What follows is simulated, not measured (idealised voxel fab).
The following process module bears the name voxel spacer lines.
Square cell edge 5 nm, section width 210 nm, ID cut.
Format of a cross-section: grid, square cells. Given as bands. Order: top down. Band: one or more rows of cells.
Heads up on the band format: heights come first, top then bottom, in nm. After that it's the materials left to right, each with its width in nm. A single material flagged "throughout" fills the whole band edge to edge, and "blank" means there's empty space there.
Heights from 0 (as-received wafer is one material below). Bottom band endless downward, as "z 0 and below".
Width "30..40": first value at the band's top row of cells, second value at its bottom row, equal change from row to row.
A step reported as "no modifications" is a step in which no cell of the cross-section changed.
The entry titled "Fully enclosed voids" provides the empty spaces that have no open way to the top, restricted to those of 8 cells or more. Each is presented as width x height at distance, the distance being measured from the left edge, with all three in nm.
It should be noted that, on the line of a given step, the content following the step's settings is a remark produced by the simulator itself with respect to that step.
If you see "overlay nm" on a step's line and that step has a mask, it's telling you how far right of where it was planned the mask ended up; a negative number means it went left instead.

The process steps that were planned are listed below:
1: RECEIVE: material Si
2: CONFORMAL_DEP: material Al2O3, thk nm 5
3: DIRECTIONAL_DEP: material polySi, thk nm 20
4: DIRECTIONAL_DEP: material aC, thk nm 30
5: PATTERN: tone cover, mask id MANDREL, material resist, width nm 25, pitch nm 70, thk nm 40, overlay nm -15
6: DIRECTIONAL_ETCH: etch materials aC, depth nm 30
7: STRIP: etch materials resist
8: CONFORMAL_DEP: material SiN, thk nm 10
9: DIRECTIONAL_ETCH: etch materials SiN, depth nm 10
10: STRIP: etch materials aC
11: DIRECTIONAL_ETCH: etch materials polySi, depth nm 20
12: STRIP: etch materials SiN
13: FILL_DEP: material SiO2, thk nm 5
14: CMP: height nm 25
Split variable: overlay nm, step 5. Plan value = first wafer. Wafers start alike.

Cross-sectional view of the first of several wafers in the as-received condition, corresponding to the state following step 1:
  z 0 and below = Si throughout
  Fully enclosed voids: none

first wafer at the end, after step 14:
  z 25 to 5 = 30 SiO2; 10 polySi; 25 SiO2; 10 polySi; 25 SiO2; 10 polySi; 25 SiO2; 10 polySi; 65 SiO2
  z 5 to 0 = Al2O3 throughout
  z 0 and below = Si throughout
  Fully enclosed voids: none

Last wafer, end of module, cross-section:
  z 25 to 5 = 60 SiO2; 10 polySi; 25 SiO2; 10 polySi; 25 SiO2; 10 polySi; 25 SiO2; 10 polySi; 35 SiO2
  z 5 to 0 = Al2O3 throughout
  z 0 and below = Si throughout
  Fully enclosed voids: none

Gained (+) or lost (-) cells of each material since receipt, then closed voids: one row per wafer, at the end of the module:
overlay nm -15, +42 Al2O3, +136 SiO2, +32 polySi, Fully enclosed voids: none
overlay nm -10, +42 Al2O3, +136 SiO2, +32 polySi, Fully enclosed voids: none
overlay nm -5, +42 Al2O3, +136 SiO2, +32 polySi, Fully enclosed voids: none
overlay nm 0, +42 Al2O3, +136 SiO2, +32 polySi, Fully enclosed voids: none
overlay nm 5, +42 Al2O3, +136 SiO2, +32 polySi, Fully enclosed voids: none
overlay nm 10, +42 Al2O3, +136 SiO2, +32 polySi, Fully enclosed voids: none
overlay nm 15, +42 Al2O3, +136 SiO2, +32 polySi, Fully enclosed voids: none
